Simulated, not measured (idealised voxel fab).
process module | voxel wiring stack
cross-section cut | 140 nm wide | cells 5 nm
A cross-section is a grid of square cells, given in bands from the top down. A band is one or more rows of cells.
Each band's line starts with the height of the band's top and of its bottom, in nm. Then come its materials from left to right, each with its width in nm. One material with "throughout" fills the band from edge to edge. "air" is empty space.
Height 0 is the level under which the wafer as received is all one material. The lowest band goes on downwards, as in "0 down".
A width such as "30 to 40" changes by the same amount from each row of cells to the next, from the band's top row to its bottom row.
"no change" after a step means that no cell of the cross-section changed.
closed voids: empty space of 8 cells or more with no open way to the top, each as width x height at its distance from the left edge, in nm
after a step's settings: what the simulator itself notes on the step
overlay nm, on a step with a mask: how far to the right of its planned place the mask lay; to the left if negative
plan
1 op RECEIVE | material Si
2 op CONFORMAL_DEP | material SiO2 | thk nm 15
3 op DIRECTIONAL_DEP | material TiN | thk nm 5
4 op DIRECTIONAL_DEP | material W | thk nm 15
5 op PATTERN | tone cover | mask id METAL_1 | material resist | width nm 20 | pitch nm 40 | thk nm 20 | overlay nm 0
6 op DIRECTIONAL_ETCH | etch materials W | depth nm 15
7 op DIRECTIONAL_ETCH | etch materials TiN | depth nm 5
8 op STRIP | etch materials resist
9 op FILL_DEP | material SiO2 | thk nm 5
10 op CMP | height nm 35
11 op CONFORMAL_DEP | material SiCN | thk nm 5
12 op DIRECTIONAL_DEP | material lowk | thk nm 35
13 op MASKED_ETCH | tone open | mask id METAL_2_HOLES | width nm 15 | pitch nm 40 | etch materials lowk | depth nm 35 | overlay nm 0
14 op PATTERN | tone open | mask id METAL_2 | material resist | width nm 20 | pitch nm 40 | thk nm 15 | overlay nm 0
15 op DIRECTIONAL_ETCH | etch materials lowk | depth nm 20
16 op DIRECTIONAL_ETCH | etch materials SiCN | depth nm 5
17 op STRIP | etch materials resist
18 op CONFORMAL_DEP | material TiN | thk nm 5
19 op FILL_DEP | material Ru | thk nm 5
20 op CMP | height nm 75
21 op CONFORMAL_DEP | material SiN | thk nm 5
as received, after step 1
  0 down: Si throughout
  closed voids: none
first wafer at the end, as planned
  80 to 75: SiN throughout
  75 to 60: lowk 20 | TiN 5 | Ru 10 | TiN 5 | lowk 20 | TiN 5 | Ru 10 | TiN 5 | lowk 20 | TiN 5 | Ru 10 | TiN 5 | lowk 20
  60 to 55: lowk 20 | TiN 5 | Ru 5 | TiN 10 | lowk 20 | TiN 5 | Ru 5 | TiN 10 | lowk 20 | TiN 5 | Ru 5 | TiN 10 | lowk 20
  55 to 40: lowk 20 | TiN 5 | Ru 5 | TiN 5 | lowk 25 | TiN 5 | Ru 5 | TiN 5 | lowk 25 | TiN 5 | Ru 5 | TiN 5 | lowk 25
  40 to 35: SiCN 20 | TiN 15 | SiCN 25 | TiN 15 | SiCN 25 | TiN 15 | SiCN 25
  35 to 20: SiO2 20 | W 20 | SiO2 20 | W 20 | SiO2 20 | W 20 | SiO2 20
  20 to 15: SiO2 20 | TiN 20 | SiO2 20 | TiN 20 | SiO2 20 | TiN 20 | SiO2 20
  15 to 0: SiO2 throughout
  0 down: Si throughout
  closed voids: none
second wafer at the end: like start, like plan, one mistake
  85 to 80: SiN throughout
  80 to 75: TiN 25 | Ru 10 | TiN 30 | Ru 10 | TiN 30 | Ru 10 | TiN 25
  75 to 60: lowk 20 | TiN 5 | Ru 10 | TiN 5 | lowk 20 | TiN 5 | Ru 10 | TiN 5 | lowk 20 | TiN 5 | Ru 10 | TiN 5 | lowk 20
  60 to 55: lowk 20 | TiN 5 | Ru 5 | TiN 10 | lowk 20 | TiN 5 | Ru 5 | TiN 10 | lowk 20 | TiN 5 | Ru 5 | TiN 10 | lowk 20
  55 to 40: lowk 20 | TiN 5 | Ru 5 | TiN 5 | lowk 25 | TiN 5 | Ru 5 | TiN 5 | lowk 25 | TiN 5 | Ru 5 | TiN 5 | lowk 25
  40 to 35: SiCN 20 | TiN 15 | SiCN 25 | TiN 15 | SiCN 25 | TiN 15 | SiCN 25
  35 to 20: SiO2 20 | W 20 | SiO2 20 | W 20 | SiO2 20 | W 20 | SiO2 20
  20 to 15: SiO2 20 | TiN 20 | SiO2 20 | TiN 20 | SiO2 20 | TiN 20 | SiO2 20
  15 to 0: SiO2 throughout
  0 down: Si throughout
  closed voids: none
what went wrong: step 20 ran as: op CMP | height nm 80
at the end the second wafer has, in cells: 6 more of Ru | 22 more of TiN
